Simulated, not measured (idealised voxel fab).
process module | voxel wiring stack
cross-section cut | 165 nm wide | cells 5 nm
A cross-section is a grid of square cells, given in bands from the top down. A band is one or more rows of cells.
Each band's line starts with the height of the band's top and of its bottom, in nm. Then come its materials from left to right, each with its width in nm. One material with "throughout" fills the band from edge to edge. "air" is empty space.
Height 0 is the level under which the wafer as received is all one material. The lowest band goes on downwards, as in "0 down".
A width such as "30 to 40" changes by the same amount from each row of cells to the next, from the band's top row to its bottom row.
"no change" after a step means that no cell of the cross-section changed.
closed voids: empty space of 8 cells or more with no open way to the top, each as width x height at its distance from the left edge, in nm
after a step's settings: what the simulator itself notes on the step
overlay nm, on a step with a mask: how far to the right of its planned place the mask lay; to the left if negative
plan
1 op RECEIVE | material Si
2 op CONFORMAL_DEP | material SiO2 | thk nm 15
3 op CONFORMAL_DEP | material SiN | thk nm 5
4 op DIRECTIONAL_DEP | material lowk | thk nm 15
5 op PATTERN | tone open | mask id METAL_1 | material resist | width nm 30 | pitch nm 55 | thk nm 20 | overlay nm 0
6 op DIRECTIONAL_ETCH | etch materials lowk | depth nm 15
7 op DIRECTIONAL_ETCH | etch materials SiN | depth nm 5
8 op STRIP | etch materials resist
9 op CONFORMAL_DEP | material TiN | thk nm 5
10 op FILL_DEP | material W | thk nm 5
11 op CMP | height nm 35
12 op EPI | material Ru | thk nm 5
13 op FILL_DEP | material SiCN | thk nm 5
14 op DIRECTIONAL_DEP | material lowk | thk nm 30
15 op DIRECTIONAL_DEP | material aC | thk nm 15
16 op PATTERN | tone open | mask id METAL_2_HOLES | material resist | width nm 15 | thk nm 35 | overlay nm 0
17 op DIRECTIONAL_ETCH | etch materials aC | depth nm 15
18 op STRIP | etch materials resist
19 op DIRECTIONAL_ETCH | etch materials lowk | depth nm 30
20 op STRIP | etch materials aC
21 op DIRECTIONAL_DEP | material aC | thk nm 10
22 op PATTERN | tone open | mask id METAL_2 | material resist | width nm 30 | pitch nm 55 | thk nm 25 | overlay nm 0
23 op DIRECTIONAL_ETCH | etch materials aC | depth nm 10
24 op STRIP | etch materials resist
25 op DIRECTIONAL_ETCH | etch materials lowk | depth nm 20
26 op DIRECTIONAL_ETCH | etch materials SiCN | depth nm 5
27 op STRIP | etch materials aC
28 op CONFORMAL_DEP | material TiN | thk nm 5
29 op FILL_DEP | material Cu | thk nm 10
30 op CMP | height nm 75
31 op CONFORMAL_DEP | material SiN | thk nm 5
as received, after step 1
  0 down: Si throughout
  closed voids: none
a wafer at the end: this start, this plan, one mistake
  80 to 75: SiN throughout
  75 to 70: Cu 30 | TiN 15 | Cu 20 | TiN 15 | Cu 5 | TiN 15 | Cu 20 | TiN 15 | Cu 30
  70 to 65: TiN 35 | lowk 5 | TiN 5 | Cu 20 | TiN 5 | lowk 5 | TiN 15 | lowk 5 | TiN 5 | Cu 20 | TiN 5 | lowk 5 | TiN 35
  65 to 55: lowk 40 | TiN 5 | Cu 20 | TiN 5 | lowk 25 | TiN 5 | Cu 20 | TiN 5 | lowk 40
  55 to 50: lowk 40 | TiN 5 | Cu 5 | TiN 20 | lowk 25 | TiN 30 | lowk 40
  50 to 45: lowk 40 | TiN 5 | Cu 5 | TiN 5 | lowk 110
  45 to 40: lowk 40 | TiN 15 | lowk 110
  40 to 35: lowk 35 | Ru 40 | lowk 15 | Ru 40 | lowk 35
  35 to 20: lowk 40 | TiN 5 | W 20 | TiN 5 | lowk 25 | TiN 5 | W 20 | TiN 5 | lowk 40
  20 to 15: SiN 40 | TiN 30 | SiN 25 | TiN 30 | SiN 40
  15 to 0: SiO2 throughout
  0 down: Si throughout
  closed voids: none
what went wrong: step 13 was left out
